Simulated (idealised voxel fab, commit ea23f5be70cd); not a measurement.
A process module follows: voxel capacitor over wiring.
Square cells of 5 nm make up the cross-section cut, whose width is 145 nm.
Heads up, the way a cross-section reads in here is a grid of square cells, handed over as bands from the top down, with every band being one or more rows of cells. Top, bottom (nm), then materials left to right with widths (nm); lone material tagged "all across" fills the whole band edge to edge; "empty" = empty space. Height is counted from the level 0, under which the received wafer is composed throughout of one material. The lowest of the bands is not closed at the bottom but continues downward, in the notation "0 nm and below". The expression "30..40" gives the width at the extremes of the band, the first number at its top row of cells and the second at its bottom row, with the width changing by equal amounts from each row to the next in between. Where a step carries "nothing different", the cross-section came out of it unchanged, cell for cell. Voids not open to the top, 8 cells minimum: see "Enclosed cavity list". Written width x height at distance; distance is from the left edge; nm. Formally, on a step line, whatever follows the settings is a remark that the simulator itself makes on the step. What "overlay nm" on a step's line means: if the step has a mask, that mask lay this far to the right of its planned place, or, when the value is negative, to the left.
The planned process steps are enumerated hereunder:
| 1 | op RECEIVE | material Si |
| 2 | op CONFORMAL_DEP | material SiO2 | thk nm 15 |
| 3 | op DIRECTIONAL_DEP | material TiN | thk nm 5 |
| 4 | op DIRECTIONAL_DEP | material W | thk nm 15 |
| 5 | op DIRECTIONAL_DEP | material aC | thk nm 10 |
| 6 | op PATTERN | tone cover | mask id METAL_1 | material resist | width nm 30 | pitch nm 85 | thk nm 30 | overlay nm 0 |
| 7 | op DIRECTIONAL_ETCH | etch materials aC | depth nm 10 |
| 8 | op STRIP | etch materials resist |
| 9 | op DIRECTIONAL_ETCH | etch materials W | depth nm 15 |
| 10 | op DIRECTIONAL_ETCH | etch materials TiN | depth nm 5 |
| 11 | op STRIP | etch materials aC |
| 12 | op FILL_DEP | material lowk | thk nm 5 |
| 13 | op CMP | height nm 35 |
| 14 | op CONFORMAL_DEP | material SiCN | thk nm 5 |
| 15 | op DIRECTIONAL_DEP | material lowk | thk nm 20 |
| 16 | op PATTERN | tone open | mask id PLUG_1 | material resist | width nm 15 | thk nm 15 | overlay nm 0 |
| 17 | op DIRECTIONAL_ETCH | etch materials lowk | depth nm 20 |
| 18 | op DIRECTIONAL_ETCH | etch materials SiCN | depth nm 5 |
| 19 | op STRIP | etch materials resist |
| 20 | op EPI | material Ru | thk nm 10 |
| 21 | op EPI | material Ru | thk nm 10 |
| 22 | op EPI | material Ru | thk nm 5 |
| 23 | op DIRECTIONAL_DEP | material TiN | thk nm 5 |
| 24 | op DIRECTIONAL_DEP | material HfO2 | thk nm 5 |
| 25 | op DIRECTIONAL_DEP | material TiN | thk nm 10 |
| 26 | op MASKED_ETCH | tone cover | mask id UPPER_PLATE | width nm 60 | etch materials TiN | depth nm 10 | overlay nm 0 |
| 27 | op MASKED_ETCH | tone cover | mask id UPPER_PLATE | width nm 60 | etch materials HfO2 | depth nm 5 | overlay nm 0 |
| 28 | op DIRECTIONAL_DEP | material aC | thk nm 15 |
| 29 | op PATTERN | tone cover | mask id LOWER_PLATE | material resist | width nm 70 | thk nm 30 | overlay nm 0 |
| 30 | op DIRECTIONAL_ETCH | etch materials aC | depth nm 15 |
| 31 | op STRIP | etch materials resist |
| 32 | op DIRECTIONAL_ETCH | etch materials TiN | depth nm 5 |
| 33 | op STRIP | etch materials aC |
| 34 | op FILL_DEP | material SiO2 | thk nm 20 |
| 35 | op CMP | height nm 95 |
| 36 | op DIRECTIONAL_DEP | material aC | thk nm 15 |
| 37 | op PATTERN | tone open | mask id PLUG_2 | material resist | width nm 15 | thk nm 30 | overlay nm 0 |
| 38 | op DIRECTIONAL_ETCH | etch materials aC | depth nm 15 |
| 39 | op STRIP | etch materials resist |
| 40 | op DIRECTIONAL_ETCH | etch materials SiO2 | depth nm 15 |
| 41 | op STRIP | etch materials aC |
| 42 | op CONFORMAL_DEP | material TiN | thk nm 5 |
| 43 | op FILL_DEP | material Ru | thk nm 5 |
| 44 | op CMP | height nm 95 |
| 45 | op CONFORMAL_DEP | material SiCN | thk nm 5 |
First of two wafers, with the run carried out as planned:
Cross-section of the incoming wafer, state after step 1:
- 0 nm and below: Si all across
- Enclosed cavity list: none
Cross-section of the wafer after step 2:
- 15 nm to 0 nm: SiO2 all across
- Unchanged below 0.
Cross-section of the wafer after step 3:
- 20 nm to 15 nm: TiN all across
- Unchanged below 15.
Cross-section of the wafer after step 4:
- 35 nm to 20 nm: W all across
- Unchanged below 20.
Cross-section of the wafer after step 5:
- 45 nm to 35 nm: aC all across
- Unchanged below 35.
Cross-section of the wafer after step 6:
- 75 nm to 45 nm: empty=15 / resist=30 / empty=55 / resist=30 / empty=15
- Unchanged below 45.
Cross-section of the wafer after step 7:
- 65 nm to 45 nm: empty=15 / resist=30 / empty=55 / resist=30 / empty=15
- 45 nm to 35 nm: empty=15 / aC=30 / empty=55 / aC=30 / empty=15
- Unchanged below 35.
Cross-section of the wafer after step 8:
- 45 nm to 35 nm: empty=15 / aC=30 / empty=55 / aC=30 / empty=15
- Unchanged below 35.
Cross-section of the wafer after step 9:
- 45 nm to 35 nm: empty=15 / aC=30 / empty=55 / aC=30 / empty=15
- 35 nm to 20 nm: empty=15 / W=30 / empty=55 / W=30 / empty=15
- Unchanged below 20.
Cross-section of the wafer after step 10:
- 45 nm to 35 nm: empty=15 / aC=30 / empty=55 / aC=30 / empty=15
- 35 nm to 20 nm: empty=15 / W=30 / empty=55 / W=30 / empty=15
- 20 nm to 15 nm: empty=15 / TiN=30 / empty=55 / TiN=30 / empty=15
- Unchanged below 15.
Cross-section of the wafer after step 11:
- 35 nm to 20 nm: empty=15 / W=30 / empty=55 / W=30 / empty=15
- Unchanged below 20.
Cross-section of the wafer after step 12:
- 40 nm to 35 nm: lowk all across
- 35 nm to 20 nm: lowk=15 / W=30 / lowk=55 / W=30 / lowk=15
- 20 nm to 15 nm: lowk=15 / TiN=30 / lowk=55 / TiN=30 / lowk=15
- Unchanged below 15.
Cross-section of the wafer after step 13:
- 35 nm to 20 nm: lowk=15 / W=30 / lowk=55 / W=30 / lowk=15
- Unchanged below 20.
Cross-section of the wafer after step 14:
- 40 nm to 35 nm: SiCN all across
- Unchanged below 35.
Cross-section of the wafer after step 15:
- 60 nm to 40 nm: lowk all across
- Unchanged below 40.
Cross-section of the wafer after step 16:
- 75 nm to 60 nm: resist=30 / empty=15 / resist=100
- Unchanged below 60.
Cross-section of the wafer after step 17:
- 75 nm to 60 nm: resist=30 / empty=15 / resist=100
- 60 nm to 40 nm: lowk=30 / empty=15 / lowk=100
- Unchanged below 40.
Cross-section of the wafer after step 18:
- 75 nm to 60 nm: resist=30 / empty=15 / resist=100
- 60 nm to 40 nm: lowk=30 / empty=15 / lowk=100
- 40 nm to 35 nm: SiCN=30 / empty=15 / SiCN=100
- Unchanged below 35.
Cross-section of the wafer after step 19:
- 60 nm to 40 nm: lowk=30 / empty=15 / lowk=100
- Unchanged below 40.
Cross-section of the wafer after step 20:
- 60 nm to 45 nm: lowk=30 / empty=15 / lowk=100
- 45 nm to 40 nm: lowk=30 / Ru=15 / lowk=100
- 40 nm to 35 nm: SiCN=30 / Ru=15 / SiCN=100
- Unchanged below 35.
Cross-section of the wafer after step 21:
- 60 nm to 55 nm: lowk=30 / empty=15 / lowk=100
- 55 nm to 40 nm: lowk=30 / Ru=15 / lowk=100
- Unchanged below 40.
Cross-section of the wafer after step 22:
- 60 nm to 40 nm: lowk=30 / Ru=15 / lowk=100
- Unchanged below 40.
Cross-section of the wafer after step 23:
- 65 nm to 60 nm: TiN all across
- Unchanged below 60.
Cross-section of the wafer after step 24:
- 70 nm to 65 nm: HfO2 all across
- Unchanged below 65.
Cross-section of the wafer after step 25:
- 80 nm to 70 nm: TiN all across
- Unchanged below 70.
Cross-section of the wafer after step 26:
- 80 nm to 70 nm: empty=30 / TiN=60 / empty=55
- Unchanged below 70.
Cross-section of the wafer after step 27:
- 80 nm to 70 nm: empty=30 / TiN=60 / empty=55
- 70 nm to 65 nm: empty=30 / HfO2=60 / empty=55
- Unchanged below 65.
Cross-section of the wafer after step 28:
- 95 nm to 80 nm: empty=30 / aC=60 / empty=55
- 80 nm to 70 nm: aC=30 / TiN=60 / aC=55
- 70 nm to 65 nm: aC=30 / HfO2=60 / aC=55
- Unchanged below 65.
Cross-section of the wafer after step 29:
- 125 nm to 95 nm: empty=25 / resist=70 / empty=50
- 95 nm to 80 nm: empty=25 / resist=5 / aC=60 / resist=5 / empty=50
- Unchanged below 80.
Cross-section of the wafer after step 30:
- 110 nm to 95 nm: empty=25 / resist=70 / empty=50
- 95 nm to 80 nm: empty=25 / resist=5 / aC=60 / resist=5 / empty=50
- 80 nm to 70 nm: empty=25 / aC=5 / TiN=60 / aC=5 / empty=50
- 70 nm to 65 nm: empty=25 / aC=5 / HfO2=60 / aC=5 / empty=50
- Unchanged below 65.
Cross-section of the wafer after step 31:
- 95 nm to 80 nm: empty=30 / aC=60 / empty=55
- Unchanged below 80.
Cross-section of the wafer after step 32:
- 95 nm to 80 nm: empty=30 / aC=60 / empty=55
- 80 nm to 70 nm: empty=25 / aC=5 / TiN=60 / aC=5 / empty=50
- 70 nm to 65 nm: empty=25 / aC=5 / HfO2=60 / aC=5 / empty=50
- 65 nm to 60 nm: empty=25 / TiN=70 / empty=50
- Unchanged below 60.
Cross-section of the wafer after step 33:
- 80 nm to 70 nm: empty=30 / TiN=60 / empty=55
- 70 nm to 65 nm: empty=30 / HfO2=60 / empty=55
- Unchanged below 65.
Cross-section of the wafer after step 34:
- 100 nm to 80 nm: SiO2 all across
- 80 nm to 70 nm: SiO2=30 / TiN=60 / SiO2=55
- 70 nm to 65 nm: SiO2=30 / HfO2=60 / SiO2=55
- 65 nm to 60 nm: SiO2=25 / TiN=70 / SiO2=50
- Unchanged below 60.
Cross-section of the wafer after step 35:
- 95 nm to 80 nm: SiO2 all across
- Unchanged below 80.
Cross-section of the wafer after step 36:
- 110 nm to 95 nm: aC all across
- Unchanged below 95.
Cross-section of the wafer after step 37:
- 140 nm to 110 nm: resist=40 / empty=15 / resist=90
- Unchanged below 110.
Cross-section of the wafer after step 38:
- 125 nm to 110 nm: resist=40 / empty=15 / resist=90
- 110 nm to 95 nm: aC=40 / empty=15 / aC=90
- Unchanged below 95.
Cross-section of the wafer after step 39:
- 110 nm to 95 nm: aC=40 / empty=15 / aC=90
- Unchanged below 95.
Cross-section of the wafer after step 40:
- 110 nm to 95 nm: aC=40 / empty=15 / aC=90
- 95 nm to 80 nm: SiO2=40 / empty=15 / SiO2=90
- Unchanged below 80.
Cross-section of the wafer after step 41:
- 95 nm to 80 nm: SiO2=40 / empty=15 / SiO2=90
- Unchanged below 80.
Cross-section of the wafer after step 42:
- 100 nm to 95 nm: TiN=45 / empty=5 / TiN=95
- 95 nm to 85 nm: SiO2=40 / TiN=5 / empty=5 / TiN=5 / SiO2=90
- 85 nm to 80 nm: SiO2=40 / TiN=15 / SiO2=90
- Unchanged below 80.
Cross-section of the wafer after step 43:
- 105 nm to 100 nm: Ru all across
- 100 nm to 95 nm: TiN=45 / Ru=5 / TiN=95
- 95 nm to 85 nm: SiO2=40 / TiN=5 / Ru=5 / TiN=5 / SiO2=90
- Unchanged below 85.
Cross-section of the wafer after step 44:
- 95 nm to 85 nm: SiO2=40 / TiN=5 / Ru=5 / TiN=5 / SiO2=90
- Unchanged below 85.
Cross-section of the wafer after step 45:
- 100 nm to 95 nm: SiCN all across
- Unchanged below 95.
The remaining wafer, second of the two, started like the first and was run to the same plan, except that one mistake was made along the way; the two coincide through step 36, inclusive:
Second wafer: cross-section at the scheduled end of step 37:
- 140 nm to 110 nm: resist=35 / empty=15 / resist=95
- Unchanged below 110.
Second wafer: cross-section at the scheduled end of step 38:
- 125 nm to 110 nm: resist=35 / empty=15 / resist=95
- 110 nm to 95 nm: aC=35 / empty=15 / aC=95
- Unchanged below 95.
Second wafer: cross-section at the scheduled end of step 39:
- 110 nm to 95 nm: aC=35 / empty=15 / aC=95
- Unchanged below 95.
Second wafer: cross-section at the scheduled end of step 40:
- 110 nm to 95 nm: aC=35 / empty=15 / aC=95
- 95 nm to 80 nm: SiO2=35 / empty=15 / SiO2=95
- Unchanged below 80.
Second wafer: cross-section at the scheduled end of step 41:
- 95 nm to 80 nm: SiO2=35 / empty=15 / SiO2=95
- Unchanged below 80.
Second wafer: cross-section at the scheduled end of step 42:
- 100 nm to 95 nm: TiN=40 / empty=5 / TiN=100
- 95 nm to 85 nm: SiO2=35 / TiN=5 / empty=5 / TiN=5 / SiO2=95
- 85 nm to 80 nm: SiO2=35 / TiN=15 / SiO2=95
- Unchanged below 80.
Second wafer: cross-section at the scheduled end of step 43:
- 105 nm to 100 nm: Ru all across
- 100 nm to 95 nm: TiN=40 / Ru=5 / TiN=100
- 95 nm to 85 nm: SiO2=35 / TiN=5 / Ru=5 / TiN=5 / SiO2=95
- Unchanged below 85.
Second wafer: cross-section at the scheduled end of step 44:
- 95 nm to 85 nm: SiO2=35 / TiN=5 / Ru=5 / TiN=5 / SiO2=95
- Unchanged below 85.
Second wafer: cross-section at the scheduled end of step 45:
- 100 nm to 95 nm: SiCN all across
- Unchanged below 95.
Deviation noted in wafer processing: contrary to plan, step 37 was performed as op PATTERN | tone open | mask id PLUG_2 | material resist | width nm 15 | thk nm 30 | overlay nm -5
Heads up: at the end the two wafers have identical cell counts per material, they're just laid out differently.
